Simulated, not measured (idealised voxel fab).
Title: Process Module voxel quadruple lines
Square cell edge 5 nm, section width 250 nm, ID cut.
Cross-section layout: square cells on a grid; listed as bands, top to bottom; a band spans one or more cell rows.
Basically the band line says how high the top is and how high the bottom is, in nm, and then what's in it from left to right, every material with its width in nm. Empty space shows up as "blank", and if a single material carries "edge to edge" it runs the full band edge to edge.
It should be noted that heights are counted from 0, beneath which the wafer as supplied is of one material throughout, and that the lowest band possesses no lower boundary but continues downward, as written in "0 and below".
When a width is written as two numbers, as in "30 to 40", the first number is the width in the top row of cells of the band and the second is the width in its bottom row, and the width changes by the same amount from each row to the next.
No cell of the cross-section changed in a step that is given as "no modifications".
Closed empty spaces (no open way to the top) of 8 cells or more are what "Voids, fully enclosed" lists, each as width x height at distance from the left edge, nm for all three.
Post-settings text on a step line: simulator's own remark regarding the step.
overlay nm, on a step with a mask: how far to the right of its planned place the mask lay; to the left if negative

List of planned process steps
1 RECEIVE, material Si
2 CONFORMAL_DEP, material SiO2, thk nm 5
3 DIRECTIONAL_DEP, material W, thk nm 10
4 DIRECTIONAL_DEP, material polySi, thk nm 20
5 DIRECTIONAL_DEP, material aC, thk nm 25
6 PATTERN, tone cover, mask id MANDREL, material resist, width nm 30, pitch nm 80, thk nm 30, overlay nm 0
7 DIRECTIONAL_ETCH, etch materials aC, depth nm 25
8 STRIP, etch materials resist
9 CONFORMAL_DEP, material SiO2, thk nm 10
10 DIRECTIONAL_ETCH, etch materials SiO2, depth nm 10
11 STRIP, etch materials aC
12 DIRECTIONAL_ETCH, etch materials polySi, depth nm 20
13 STRIP, etch materials SiO2
14 CONFORMAL_DEP, material SiCN, thk nm 10
15 DIRECTIONAL_ETCH, etch materials SiCN, depth nm 10
16 STRIP, etch materials polySi
17 DIRECTIONAL_ETCH, etch materials W, depth nm 10
18 STRIP, etch materials SiCN
19 FILL_DEP, material lowk, thk nm 5
20 CMP, height nm 15

Incoming wafer, cross-sectional view, post step 1
* 0 and below | Si edge to edge
* Voids, fully enclosed: none

The module was run from the start shown above using the plan shown above, but one mistake was made doing it; the resulting wafer cross-section is below
* 15 down to 5 | lowk 55; W 10; lowk 10; W 20; lowk 10; W 10; lowk 20; W 10; lowk 10; W 20; lowk 10; W 10; lowk 55
* 5 down to 0 | SiO2 edge to edge
* 0 and below | Si edge to edge
* Voids, fully enclosed: none
Diagnosis: step 6 changed vs plan, executed as PATTERN, tone cover, mask id MANDREL, material resist, width nm 20, pitch nm 80, thk nm 30, overlay nm 0
